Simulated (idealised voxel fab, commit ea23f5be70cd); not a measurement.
process module | voxel released beams
cross-section cut | 180 nm wide | cells 5 nm
A cross-section is a grid of square cells, given in bands from the top down. A band is one or more rows of cells.
Each band's line starts with the height of the band's top and of its bottom, in nm. Then come its materials from left to right, each with its width in nm. One material with "throughout" fills the band from edge to edge. "air" is empty space.
Height 0 is the level under which the wafer as received is all one material. The lowest band goes on downwards, as in "0 down".
A width such as "30 to 40" changes by the same amount from each row of cells to the next, from the band's top row to its bottom row.
"no change" after a step means that no cell of the cross-section changed.
closed voids: empty space of 8 cells or more with no open way to the top, each as width x height at its distance from the left edge, in nm
after a step's settings: what the simulator itself notes on the step
overlay nm, on a step with a mask: how far to the right of its planned place the mask lay; to the left if negative
plan
1 op RECEIVE | material Si
2 op CONFORMAL_DEP | material SiN | thk nm 10
3 op DIRECTIONAL_DEP | material SiO2 | thk nm 20
4 op PATTERN | tone open | mask id ANCHOR | material resist | width nm 35 | thk nm 15 | overlay nm 0
5 op DIRECTIONAL_ETCH | etch materials SiO2 | depth nm 20
6 op STRIP | etch materials resist
7 op CONFORMAL_DEP | material TiN | thk nm 15
8 op DIRECTIONAL_DEP | material aC | thk nm 15
9 op PATTERN | tone cover | mask id BEAM | material resist | width nm 100 | thk nm 30 | overlay nm 0
10 op DIRECTIONAL_ETCH | etch materials aC | depth nm 15
11 op STRIP | etch materials resist
12 op DIRECTIONAL_ETCH | etch materials TiN | depth nm 15
13 op STRIP | etch materials aC
14 op STRIP | etch materials SiO2
as received, after step 1
  0 down: Si throughout
  closed voids: none
first wafer at the end, as planned
  45 to 30: air 35 | TiN 20 | air 5 | TiN 75 | air 45
  30 to 25: air 40 | TiN 15 | air 5 | TiN 15 | air 105
  25 to 10: air 40 | TiN 35 | air 105
  10 to 0: SiN throughout
  0 down: Si throughout
  closed voids: none
second wafer at the end: like start, like plan, one mistake
  45 to 30: air 35 | TiN 100 | air 45
  30 to 20: SiN throughout
  20 to 0: SiO2 throughout
  0 down: Si throughout
  closed voids: none
what went wrong: steps 2 and 3 were swapped
at the end the second wafer has, in cells: 144 more of SiO2 | 24 fewer of TiN
